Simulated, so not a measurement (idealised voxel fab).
process module | voxel gate over fins
cross-section cut | 155 nm wide | cells 5 nm
A cross-section is a grid of square cells, given in bands from the top down. A band is one or more rows of cells.
Each band's line starts with the height of the band's top and of its bottom, in nm. Then come its materials from left to right, each with its width in nm. One material with "throughout" fills the band from edge to edge. "air" is empty space.
Height 0 is the level under which the wafer as received is all one material. The lowest band goes on downwards, as in "0 down".
A width such as "30 to 40" changes by the same amount from each row of cells to the next, from the band's top row to its bottom row.
"no change" after a step means that no cell of the cross-section changed.
closed voids: empty space of 8 cells or more with no open way to the top, each as width x height at its distance from the left edge, in nm
after a step's settings: what the simulator itself notes on the step
overlay nm, on a step with a mask: how far to the right of its planned place the mask lay; to the left if negative
plan
1 op RECEIVE | material Si
2 op CONFORMAL_DEP | material SiN | thk nm 10
3 op MASKED_ETCH | tone cover | mask id FINS | width nm 15 | pitch nm 55 | etch materials SiN | depth nm 10 | overlay nm 0
4 op MASKED_ETCH | tone cover | mask id FINS | width nm 15 | pitch nm 55 | etch materials Si | depth nm 30 | overlay nm 0
5 op FILL_DEP | material SiO2 | thk nm 10
6 op CMP | height nm 10
7 op DIRECTIONAL_DEP | material aC | thk nm 10
8 op PATTERN | tone open | mask id RAIL | material resist | width nm 15 | thk nm 25 | overlay nm 0
9 op DIRECTIONAL_ETCH | etch materials aC | depth nm 10
10 op STRIP | etch materials resist
11 op DIRECTIONAL_ETCH | etch materials SiO2 | depth nm 35
12 op STRIP | etch materials aC
13 op CONFORMAL_DEP | material TiN | thk nm 5
14 op FILL_DEP | material W | thk nm 5
15 op CMP | height nm 10
16 op SELECTIVE_ETCH | etch materials W Ru TiN | depth nm 30
17 op FILL_DEP | material SiO2 | thk nm 5
18 op CMP | height nm 10
19 op SELECTIVE_ETCH | etch materials SiO2 | depth nm 15
20 op STRIP | etch materials SiN
21 op CONFORMAL_DEP | material HfO2 | thk nm 5
22 op CONFORMAL_DEP | material TiN | thk nm 5
23 op FILL_DEP | material W | thk nm 15
24 op CMP | height nm 20
25 op CONFORMAL_DEP | material SiCN | thk nm 10
varied across the wafers: depth nm of step 19. The plan shows the first wafer's value. All wafers start alike
first wafer as received, after step 1
  0 down: Si throughout
  closed voids: none
each wafer at the end: cells of each material gained (+) or lost (-) since it was received, then its closed voids
depth nm 15 | +35 HfO2 | -150 Si | +62 SiCN | +122 SiO2 | +38 TiN | +79 W | closed voids: none
depth nm 20 | +39 HfO2 | -150 Si | +62 SiCN | +97 SiO2 | +42 TiN | +96 W | closed voids: none
depth nm 25 | +43 HfO2 | -150 Si | +62 SiCN | +72 SiO2 | +46 TiN | +113 W | closed voids: none
depth nm 30 | +47 HfO2 | -150 Si | +62 SiCN | +47 SiO2 | +50 TiN | +130 W | closed voids: none
depth nm 35 | +53 HfO2 | -150 Si | +62 SiCN | +25 SiO2 | +53 TiN | +143 W | closed voids: none
depth nm 40 | +61 HfO2 | -150 Si | +62 SiCN | +1 SiO2 | +56 TiN | +156 W | closed voids: none
